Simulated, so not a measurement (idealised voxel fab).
Module name: voxel quadruple lines (process module)
Each square cell in cross-section cut measures 5 nm, and the section as a whole is 215 nm wide.
Format of a cross-section: grid, square cells. Given as bands. Order: top down. Band: one or more rows of cells. Band: top and bottom heights (nm) first, top before bottom; then materials from left to right, widths in nm. "throughout" marks a sole material filling the band edge to edge. "empty" denotes empty space. Height reference: 0 = level under which incoming wafer is all one material. Lowest band: no bottom, runs on downward, e.g. "0 nm and below". You'd read "30..40" like this: the band's top row of cells is as wide as the first number, its bottom row is as wide as the second, and going down, every row changes width by the same amount as the row before did. "no modifications" after a step means that no cell of the cross-section changed. The list in "Fully enclosed voids" covers empty spaces of 8 cells or more that cannot reach the top through any open way, and it gives each as width x height at distance; the distance is from the left edge, and width, height and distance are in nm. Step line, after settings: the simulator's comment on this step. Among the settings permitted on a step's line is "overlay nm"; applied to a step with a mask, it specifies the extent to which the mask lay to the right of its planned position, whereas a negative figure signifies a position to the left.

-- plan
- 1: RECEIVE,material Si
- 2: CONFORMAL_DEP,material Al2O3,thk nm 5
- 3: DIRECTIONAL_DEP,material TiN,thk nm 15
- 4: DIRECTIONAL_DEP,material polySi,thk nm 15
- 5: DIRECTIONAL_DEP,material aC,thk nm 20
- 6: PATTERN,tone cover,mask id MANDREL,material resist,width nm 20,thk nm 30,overlay nm 0
- 7: DIRECTIONAL_ETCH,etch materials aC,depth nm 20
- 8: STRIP,etch materials resist
- 9: CONFORMAL_DEP,material SiO2,thk nm 10
- 10: DIRECTIONAL_ETCH,etch materials SiO2,depth nm 10
- 11: STRIP,etch materials aC
- 12: DIRECTIONAL_ETCH,etch materials polySi,depth nm 15
- 13: STRIP,etch materials SiO2
- 14: CONFORMAL_DEP,material SiCN,thk nm 5
- 15: DIRECTIONAL_ETCH,etch materials SiCN,depth nm 5
- 16: STRIP,etch materials polySi
- 17: DIRECTIONAL_ETCH,etch materials TiN,depth nm 15
- 18: STRIP,etch materials SiCN

-- Cross-section of the incoming wafer, state after step 1
0 nm and below | Si throughout
Fully enclosed voids: none

-- Same starting wafer, same plan as above, one mistake in the execution; this is the cross-section at the end of the module
20 nm to 5 nm | empty=75  TiN=5  empty=10  TiN=5  empty=10  TiN=5  empty=10  TiN=5  empty=90
5 nm to 0 nm | Al2O3 throughout
0 nm and below | Si throughout
Fully enclosed voids: none
Against the plan, the run slipped here: in deviation from the planned setting, step 6 was conducted as PATTERN,tone cover,mask id MANDREL,material resist,width nm 20,thk nm 30,overlay nm -5
